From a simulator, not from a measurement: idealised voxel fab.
process module | voxel self aligned contacts
cross-section cut | 255 nm wide | cells 5 nm
A cross-section is a grid of square cells, given in bands from the top down. A band is one or more rows of cells.
Each band's line starts with the height of the band's top and of its bottom, in nm. Then come its materials from left to right, each with its width in nm. One material with "throughout" fills the band from edge to edge. "air" is empty space.
Height 0 is the level under which the wafer as received is all one material. The lowest band goes on downwards, as in "0 down".
A width such as "30 to 40" changes by the same amount from each row of cells to the next, from the band's top row to its bottom row.
"no change" after a step means that no cell of the cross-section changed.
closed voids: empty space of 8 cells or more with no open way to the top, each as width x height at its distance from the left edge, in nm
after a step's settings: what the simulator itself notes on the step
overlay nm, on a step with a mask: how far to the right of its planned place the mask lay; to the left if negative
plan
1 op RECEIVE | material Si
2 op OXIDIZE | depth nm 5
3 op DIRECTIONAL_DEP | material polySi | thk nm 25
4 op DIRECTIONAL_DEP | material SiN | thk nm 20
5 op MASKED_ETCH | tone cover | mask id GATE | width nm 35 | pitch nm 70 | etch materials SiN | depth nm 20 | overlay nm 0
6 op MASKED_ETCH | tone cover | mask id GATE | width nm 35 | pitch nm 70 | etch materials polySi | depth nm 25 | overlay nm 0
7 op CONFORMAL_DEP | material SiN | thk nm 5
8 op DIRECTIONAL_ETCH | etch materials SiN | depth nm 5
9 op FILL_DEP | material SiO2 | thk nm 10
10 op CMP | height nm 50
11 op DIRECTIONAL_DEP | material aC | thk nm 10
12 op PATTERN | tone open | mask id CONTACT | material resist | width nm 45 | thk nm 30 | overlay nm 0
13 op DIRECTIONAL_ETCH | etch materials aC | depth nm 10
14 op STRIP | etch materials resist
15 op DIRECTIONAL_ETCH | etch materials SiO2 | depth nm 55
16 op STRIP | etch materials aC
17 op CONFORMAL_DEP | material TiN | thk nm 5
18 op FILL_DEP | material W | thk nm 5
19 op CMP | height nm 50
20 op CONFORMAL_DEP | material SiCN | thk nm 5
first wafer, as planned
as received, after step 1
  0 down: Si throughout
  closed voids: none
after step 2
  0 to -5: SiO2 throughout
  below -5: unchanged
after step 3
  25 to 0: polySi throughout
  below 0: unchanged
after step 4
  45 to 25: SiN throughout
  below 25: unchanged
after step 5
  45 to 25: air 75 | SiN 35 | air 35 | SiN 35 | air 75
  below 25: unchanged
after step 6
  45 to 25: air 75 | SiN 35 | air 35 | SiN 35 | air 75
  25 to 0: air 75 | polySi 35 | air 35 | polySi 35 | air 75
  below 0: unchanged
after step 7
  50 to 25: air 70 | SiN 45 | air 25 | SiN 45 | air 70
  25 to 5: air 70 | SiN 5 | polySi 35 | SiN 5 | air 25 | SiN 5 | polySi 35 | SiN 5 | air 70
  5 to 0: SiN 75 | polySi 35 | SiN 35 | polySi 35 | SiN 75
  below 0: unchanged
after step 8
  45 to 25: air 70 | SiN 45 | air 25 | SiN 45 | air 70
  25 to 0: air 70 | SiN 5 | polySi 35 | SiN 5 | air 25 | SiN 5 | polySi 35 | SiN 5 | air 70
  below 0: unchanged
after step 9
  55 to 45: SiO2 throughout
  45 to 25: SiO2 70 | SiN 45 | SiO2 25 | SiN 45 | SiO2 70
  25 to 0: SiO2 70 | SiN 5 | polySi 35 | SiN 5 | SiO2 25 | SiN 5 | polySi 35 | SiN 5 | SiO2 70
  below 0: unchanged
after step 10
  50 to 45: SiO2 throughout
  below 45: unchanged
after step 11
  60 to 50: aC throughout
  below 50: unchanged
after step 12
  90 to 60: resist 105 | air 45 | resist 105
  below 60: unchanged
after step 13
  80 to 60: resist 105 | air 45 | resist 105
  60 to 50: aC 105 | air 45 | aC 105
  below 50: unchanged
after step 14
  60 to 50: aC 105 | air 45 | aC 105
  below 50: unchanged
after step 15
  60 to 50: aC 105 | air 45 | aC 105
  50 to 45: SiO2 105 | air 45 | SiO2 105
  45 to 25: SiO2 70 | SiN 45 | air 25 | SiN 45 | SiO2 70
  25 to 0: SiO2 70 | SiN 5 | polySi 35 | SiN 5 | air 25 | SiN 5 | polySi 35 | SiN 5 | SiO2 70
  0 to -5: SiO2 115 | air 25 | SiO2 115
  below -5: unchanged
after step 16
  50 to 45: SiO2 105 | air 45 | SiO2 105
  below 45: unchanged
after step 17
  55 to 50: TiN 110 | air 35 | TiN 110
  50 to 45: SiO2 105 | TiN 15 | air 15 | TiN 15 | SiO2 105
  45 to 25: SiO2 70 | SiN 45 | TiN 5 | air 15 | TiN 5 | SiN 45 | SiO2 70
  25 to 0: SiO2 70 | SiN 5 | polySi 35 | SiN 5 | TiN 5 | air 15 | TiN 5 | SiN 5 | polySi 35 | SiN 5 | SiO2 70
  0 to -5: SiO2 115 | TiN 25 | SiO2 115
  below -5: unchanged
after step 18
  60 to 55: W throughout
  55 to 50: TiN 110 | W 35 | TiN 110
  50 to 45: SiO2 105 | TiN 15 | W 15 | TiN 15 | SiO2 105
  45 to 25: SiO2 70 | SiN 45 | TiN 5 | W 15 | TiN 5 | SiN 45 | SiO2 70
  25 to 0: SiO2 70 | SiN 5 | polySi 35 | SiN 5 | TiN 5 | W 15 | TiN 5 | SiN 5 | polySi 35 | SiN 5 | SiO2 70
  below 0: unchanged
after step 19
  50 to 45: SiO2 105 | TiN 15 | W 15 | TiN 15 | SiO2 105
  below 45: unchanged
after step 20
  55 to 50: SiCN throughout
  below 50: unchanged
second wafer: like start, like plan, one mistake. Through step 11 it matches the first wafer
when step 12 should have ended
  90 to 60: resist 100 | air 55 | resist 100
  below 60: unchanged
when step 13 should have ended
  80 to 60: resist 100 | air 55 | resist 100
  60 to 50: aC 100 | air 55 | aC 100
  below 50: unchanged
when step 14 should have ended
  60 to 50: aC 100 | air 55 | aC 100
  below 50: unchanged
when step 15 should have ended
  60 to 50: aC 100 | air 55 | aC 100
  50 to 45: SiO2 100 | air 55 | SiO2 100
  45 to 25: SiO2 70 | SiN 45 | air 25 | SiN 45 | SiO2 70
  25 to 0: SiO2 70 | SiN 5 | polySi 35 | SiN 5 | air 25 | SiN 5 | polySi 35 | SiN 5 | SiO2 70
  0 to -5: SiO2 115 | air 25 | SiO2 115
  below -5: unchanged
when step 16 should have ended
  50 to 45: SiO2 100 | air 55 | SiO2 100
  below 45: unchanged
when step 17 should have ended
  55 to 50: TiN 105 | air 45 | TiN 105
  50 to 45: SiO2 100 | TiN 20 | air 15 | TiN 20 | SiO2 100
  45 to 25: SiO2 70 | SiN 45 | TiN 5 | air 15 | TiN 5 | SiN 45 | SiO2 70
  25 to 0: SiO2 70 | SiN 5 | polySi 35 | SiN 5 | TiN 5 | air 15 | TiN 5 | SiN 5 | polySi 35 | SiN 5 | SiO2 70
  0 to -5: SiO2 115 | TiN 25 | SiO2 115
  below -5: unchanged
when step 18 should have ended
  60 to 55: W throughout
  55 to 50: TiN 105 | W 45 | TiN 105
  50 to 45: SiO2 100 | TiN 20 | W 15 | TiN 20 | SiO2 100
  45 to 25: SiO2 70 | SiN 45 | TiN 5 | W 15 | TiN 5 | SiN 45 | SiO2 70
  25 to 0: SiO2 70 | SiN 5 | polySi 35 | SiN 5 | TiN 5 | W 15 | TiN 5 | SiN 5 | polySi 35 | SiN 5 | SiO2 70
  below 0: unchanged
when step 19 should have ended
  50 to 45: SiO2 100 | TiN 20 | W 15 | TiN 20 | SiO2 100
  below 45: unchanged
when step 20 should have ended
  55 to 50: SiCN throughout
  below 50: unchanged
what went wrong: step 12 ran as: op PATTERN | tone open | mask id CONTACT | material resist | width nm 55 | thk nm 30 | overlay nm 0
at the end the second wafer has, in cells: 2 fewer of SiO2 | 2 more of TiN
